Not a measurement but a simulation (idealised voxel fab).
Documented hereafter: the process module known as voxel self aligned vias.
cross-section cut | 245 nm wide | cells 5 nm
Cross-sections here: square-cell grids, written as top-down lists of bands, a band being one or more rows of cells. Band entry format. Leading values: height of top, height of bottom, nm. Remainder: materials in left-to-right order, each with its width in nm. Special words: "throughout" on a single material, which then fills the band edge to edge; "air", empty space. Counting heights begins at 0, where everything beneath is, in the wafer as received, one material. The lowest band has no bottom; it goes on downwards, as "from 0 down" shows. The width entry "30 to 40" should be interpreted row by row: the top row of cells in the band takes the first number, the bottom row takes the second number, and the change between adjacent rows is uniform throughout. It should be understood that the words "nothing was modified", when stated for a given step, signify that the cross-section underwent no change in any of its cells during that step. Entry "Closed cavities". Content: empty spaces with no open connection to the top, size 8 cells or greater. Each: width x height at distance. Distance: from left edge. Unit: nm. What comes after the settings on a step's line is commentary from the simulator itself on that step. Among the settings permitted on a step's line is "overlay nm"; applied to a step with a mask, it specifies the extent to which the mask lay to the right of its planned position, whereas a negative figure signifies a position to the left.

[Planned step list for the process]
| 1 | RECEIVE: material Si |
| 2 | CONFORMAL_DEP: material SiO2, thk nm 10 |
| 3 | CONFORMAL_DEP: material SiCN, thk nm 5 |
| 4 | DIRECTIONAL_DEP: material lowk, thk nm 30 |
| 5 | MASKED_ETCH: tone open, mask id LINES, width nm 25, pitch nm 50, etch materials lowk, depth nm 30, overlay nm 0 |
| 6 | CONFORMAL_DEP: material TiN, thk nm 5 |
| 7 | FILL_DEP: material Ru, thk nm 5 |
| 8 | CMP: height nm 45 |
| 9 | SELECTIVE_ETCH: etch materials W Ru TiN, depth nm 5 |
| 10 | FILL_DEP: material SiN, thk nm 10 |
| 11 | CMP: height nm 45 |
| 12 | DIRECTIONAL_DEP: material lowk, thk nm 20 |
| 13 | DIRECTIONAL_DEP: material aC, thk nm 10 |
| 14 | PATTERN: tone open, mask id VIAS, material resist, width nm 35, pitch nm 50, thk nm 25, overlay nm 0 |
| 15 | DIRECTIONAL_ETCH: etch materials aC, depth nm 10 |
| 16 | STRIP: etch materials resist |
| 17 | DIRECTIONAL_ETCH: etch materials lowk, depth nm 20 |
| 18 | DIRECTIONAL_ETCH: etch materials SiN, depth nm 5 |
| 19 | STRIP: etch materials aC |
| 20 | CONFORMAL_DEP: material TiN, thk nm 5 |
| 21 | FILL_DEP: material Ru, thk nm 10 |
| 22 | CMP: height nm 65 |
| 23 | CONFORMAL_DEP: material SiCN, thk nm 5 |

[First of two wafers - as planned]

[Cross-section of the wafer at receipt, which is the condition after step 1]
  from 0 down  Si throughout
  Closed cavities: none

[The wafer, seen in cross-section, after step 2]
  from 10 to 0  SiO2 throughout
  below 0: unchanged

[The wafer, seen in cross-section, after step 3]
  from 15 to 10  SiCN throughout
  below 10: unchanged

[The wafer, seen in cross-section, after step 4]
  from 45 to 15  lowk throughout
  below 15: unchanged

[The wafer, seen in cross-section, after step 5]
  from 45 to 15  85 lowk, then 25 air, then 25 lowk, then 25 air, then 85 lowk
  below 15: unchanged

[The wafer, seen in cross-section, after step 6]
  from 50 to 45  90 TiN, then 15 air, then 35 TiN, then 15 air, then 90 TiN
  from 45 to 20  85 lowk, then 5 TiN, then 15 air, then 5 TiN, then 25 lowk, then 5 TiN, then 15 air, then 5 TiN, then 85 lowk
  from 20 to 15  85 lowk, then 25 TiN, then 25 lowk, then 25 TiN, then 85 lowk
  below 15: unchanged

[The wafer, seen in cross-section, after step 7]
  from 55 to 50  Ru throughout
  from 50 to 45  90 TiN, then 15 Ru, then 35 TiN, then 15 Ru, then 90 TiN
  from 45 to 20  85 lowk, then 5 TiN, then 15 Ru, then 5 TiN, then 25 lowk, then 5 TiN, then 15 Ru, then 5 TiN, then 85 lowk
  below 20: unchanged

[The wafer, seen in cross-section, after step 8]
  from 45 to 20  85 lowk, then 5 TiN, then 15 Ru, then 5 TiN, then 25 lowk, then 5 TiN, then 15 Ru, then 5 TiN, then 85 lowk
  below 20: unchanged

[The wafer, seen in cross-section, after step 9]
  from 45 to 40  85 lowk, then 25 air, then 25 lowk, then 25 air, then 85 lowk
  below 40: unchanged

[The wafer, seen in cross-section, after step 10]
  from 55 to 45  SiN throughout
  from 45 to 40  85 lowk, then 25 SiN, then 25 lowk, then 25 SiN, then 85 lowk
  below 40: unchanged

[The wafer, seen in cross-section, after step 11]
  from 45 to 40  85 lowk, then 25 SiN, then 25 lowk, then 25 SiN, then 85 lowk
  below 40: unchanged

[The wafer, seen in cross-section, after step 12]
  from 65 to 45  lowk throughout
  below 45: unchanged

[The wafer, seen in cross-section, after step 13]
  from 75 to 65  aC throughout
  below 65: unchanged

[The wafer, seen in cross-section, after step 14]
  from 100 to 75  80 resist, then 35 air, then 15 resist, then 35 air, then 80 resist
  below 75: unchanged

[The wafer, seen in cross-section, after step 15]
  from 90 to 75  80 resist, then 35 air, then 15 resist, then 35 air, then 80 resist
  from 75 to 65  80 aC, then 35 air, then 15 aC, then 35 air, then 80 aC
  below 65: unchanged

[The wafer, seen in cross-section, after step 16]
  from 75 to 65  80 aC, then 35 air, then 15 aC, then 35 air, then 80 aC
  below 65: unchanged

[The wafer, seen in cross-section, after step 17]
  from 75 to 65  80 aC, then 35 air, then 15 aC, then 35 air, then 80 aC
  from 65 to 45  80 lowk, then 35 air, then 15 lowk, then 35 air, then 80 lowk
  below 45: unchanged

[The wafer, seen in cross-section, after step 18]
  from 75 to 65  80 aC, then 35 air, then 15 aC, then 35 air, then 80 aC
  from 65 to 45  80 lowk, then 35 air, then 15 lowk, then 35 air, then 80 lowk
  from 45 to 40  85 lowk, then 25 air, then 25 lowk, then 25 air, then 85 lowk
  below 40: unchanged

[The wafer, seen in cross-section, after step 19]
  from 65 to 45  80 lowk, then 35 air, then 15 lowk, then 35 air, then 80 lowk
  below 45: unchanged

[The wafer, seen in cross-section, after step 20]
  from 70 to 65  85 TiN, then 25 air, then 25 TiN, then 25 air, then 85 TiN
  from 65 to 50  80 lowk, then 5 TiN, then 25 air, then 5 TiN, then 15 lowk, then 5 TiN, then 25 air, then 5 TiN, then 80 lowk
  from 50 to 45  80 lowk, then 10 TiN, then 15 air, then 10 TiN, then 15 lowk, then 10 TiN, then 15 air, then 10 TiN, then 80 lowk
  from 45 to 40  85 lowk, then 25 TiN, then 25 lowk, then 25 TiN, then 85 lowk
  below 40: unchanged

[The wafer, seen in cross-section, after step 21]
  from 80 to 70  Ru throughout
  from 70 to 65  85 TiN, then 25 Ru, then 25 TiN, then 25 Ru, then 85 TiN
  from 65 to 50  80 lowk, then 5 TiN, then 25 Ru, then 5 TiN, then 15 lowk, then 5 TiN, then 25 Ru, then 5 TiN, then 80 lowk
  from 50 to 45  80 lowk, then 10 TiN, then 15 Ru, then 10 TiN, then 15 lowk, then 10 TiN, then 15 Ru, then 10 TiN, then 80 lowk
  below 45: unchanged

[The wafer, seen in cross-section, after step 22]
  from 65 to 50  80 lowk, then 5 TiN, then 25 Ru, then 5 TiN, then 15 lowk, then 5 TiN, then 25 Ru, then 5 TiN, then 80 lowk
  below 50: unchanged

[The wafer, seen in cross-section, after step 23]
  from 70 to 65  SiCN throughout
  below 65: unchanged

[What follows concerns the second wafer, which started out like the first and was meant to follow the very same plan; one mistake crept in when it was run, but everything up to and including step 22 is the same as for the first wafer]

[Cross-section of the second wafer at the time by which step 23 should have been completed according to the plan]
  from 80 to 65  SiCN throughout
  below 65: unchanged
Processing error: it should be noted that step 23 was executed with settings other than those planned, the operation and settings actually applied being CONFORMAL_DEP: material SiCN, thk nm 15
FYI, end of process, the second wafer has more or fewer cells of some materials than the first: 98 more of SiCN
